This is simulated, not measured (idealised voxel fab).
This is a process module. Its name is voxel double patterning.
295 nm wide, 5 nm square cells: that's cross-section cut.
Bands, listed from the top down, are how a cross-section gets written in this document; the cross-section itself is a grid of square cells, and a band is one or more rows of them.
Band: top height; bottom height; in nm. Then, left to right: material with width in nm, for each material. "edge to edge": a single material spanning edge to edge. "air": empty space.
Height datum 0, below which the as-received substrate wafer is one material. Lowest band open at the bottom, running downward: "0 down".
With a width like "30 to 40", each row of cells in the band differs from the next by the same amount, the top row carrying the first number and the bottom row the second.
Reading "nothing changed" for a step: not a cell of the cross-section changed in it.
The label "Voids, sealed" introduces a list of the empty spaces, 8 cells or larger, that have no open way up to the top; each entry in it reads width x height at distance, where the distance is taken from the left edge and all three are stated in nm.
Note: text after step settings on the step line = simulator remark on that step.
overlay nm, on a step with a mask: how far to the right of its planned place the mask lay; to the left if negative
Plan:
1) RECEIVE, material Si
2) CONFORMAL_DEP, material SiN, thk nm 5
3) DIRECTIONAL_DEP, material SiO2, thk nm 15
4) DIRECTIONAL_DEP, material SiCN, thk nm 10
5) MASKED_ETCH, tone open, mask id FIRST, width nm 15, pitch nm 50, etch materials SiCN, depth nm 10, overlay nm 0
6) MASKED_ETCH, tone open, mask id SECOND, width nm 15, etch materials SiCN, depth nm 10, overlay nm 0
7) DIRECTIONAL_ETCH, etch materials SiO2, depth nm 15
8) STRIP, etch materials SiCN
The first of two wafers, run as planned:
Cross-section: wafer on arrival = after step 1:
- 0 down: Si edge to edge
- Voids, sealed: none
Take a look at the wafer's cross-section after step 2:
- 5 to 0: SiN edge to edge
- Nothing below the height 0 has changed.
Take a look at the wafer's cross-section after step 3:
- 20 to 5: SiO2 edge to edge
- Nothing below the height 5 has changed.
Take a look at the wafer's cross-section after step 4:
- 30 to 20: SiCN edge to edge
- Nothing below the height 20 has changed.
Take a look at the wafer's cross-section after step 5:
- 30 to 20: SiCN (115), then air (15), then SiCN (35), then air (15), then SiCN (115)
- Nothing below the height 20 has changed.
Take a look at the wafer's cross-section after step 6:
- 30 to 20: SiCN (115), then air (15), then SiCN (10), then air (15), then SiCN (10), then air (15), then SiCN (115)
- Nothing below the height 20 has changed.
Take a look at the wafer's cross-section after step 7:
- 30 to 20: SiCN (115), then air (15), then SiCN (10), then air (15), then SiCN (10), then air (15), then SiCN (115)
- 20 to 5: SiO2 (115), then air (15), then SiO2 (10), then air (15), then SiO2 (10), then air (15), then SiO2 (115)
- Nothing below the height 5 has changed.
Take a look at the wafer's cross-section after step 8:
- 20 to 5: SiO2 (115), then air (15), then SiO2 (10), then air (15), then SiO2 (10), then air (15), then SiO2 (115)
- Nothing below the height 5 has changed.
Wafer two of the pair: same origin, same plan, one error during the run; identical to wafer one up to and including step 7:
Cross-section: second wafer, time at which step 8 was scheduled to end: nothing changed
Deviation noted in wafer processing: step 8 of the plan was jumped over and never run
Final wafer comparison in cells, second versus first, more or fewer per material: 100 more of SiCN
